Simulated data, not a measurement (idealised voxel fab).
You're looking at the process module voxel fin reveal.
Xsec cut, 230 nm wide, square cell size 5 nm.
Reading order for cross-sections: top band down to bottom band. Underlying form: a grid of square cells. Band size: one or more rows of cells. Top, bottom (nm), then materials left to right with widths (nm); lone material tagged "all across" fills the whole band edge to edge; "air" = empty space. Counting heights begins at 0, where everything beneath is, in the wafer as received, one material. The lowest band has no bottom; it goes on downwards, as "0 -> down" shows. Think of "30 to 40" as a width that walks from the first number to the second as you go down the band, top row to bottom row, taking equal-sized steps from row to row. You'll sometimes find "no modification" written for a step, and that's the way of saying that nowhere in the cross-section did a cell change during that step. The label "Closed void register" introduces a list of the empty spaces, 8 cells or larger, that have no open way up to the top; each entry in it reads width x height at distance, where the distance is taken from the left edge and all three are stated in nm. Step line, after settings: the simulator's comment on this step. overlay nm: on a step with a mask, how far right of its planned place the mask lay; negative means left.
These are the steps we planned for the process:
1,RECEIVE,material Si
2,CONFORMAL_DEP,material SiN,thk nm 10
3,PATTERN,tone cover,mask id FINS,material resist,width nm 15,pitch nm 35,thk nm 20,overlay nm 0
4,DIRECTIONAL_ETCH,etch materials SiN,depth nm 5
5,DIRECTIONAL_ETCH,etch materials Si,depth nm 40
6,STRIP,etch materials resist
7,OXIDIZE,depth nm 5
8,FILL_DEP,material SiO2,thk nm 15
9,CMP,height nm 10
10,SELECTIVE_ETCH,etch materials SiO2,depth nm 20
11,STRIP,etch materials SiN
12,CONFORMAL_DEP,material SiO2,thk nm 5
The wafers are alike at the start. At step 4, their depth nm differs. The plan lists the first wafer's value.
Step 1 complete: as-received cross-section of the first of several wafers:
- 0 -> down | Si all across
- Closed void register: none
Where each wafer stands at the end of the module, a row apiece: cells of each material gained (+) or lost (-) since it was received, then closed voids:
depth nm 5, +46 SiO2, Closed void register: none
depth nm 10, -396 Si, +362 SiO2, Closed void register: none
depth nm 15, -396 Si, +362 SiO2, Closed void register: none
depth nm 20, -396 Si, +362 SiO2, Closed void register: none
depth nm 25, -396 Si, +362 SiO2, Closed void register: none
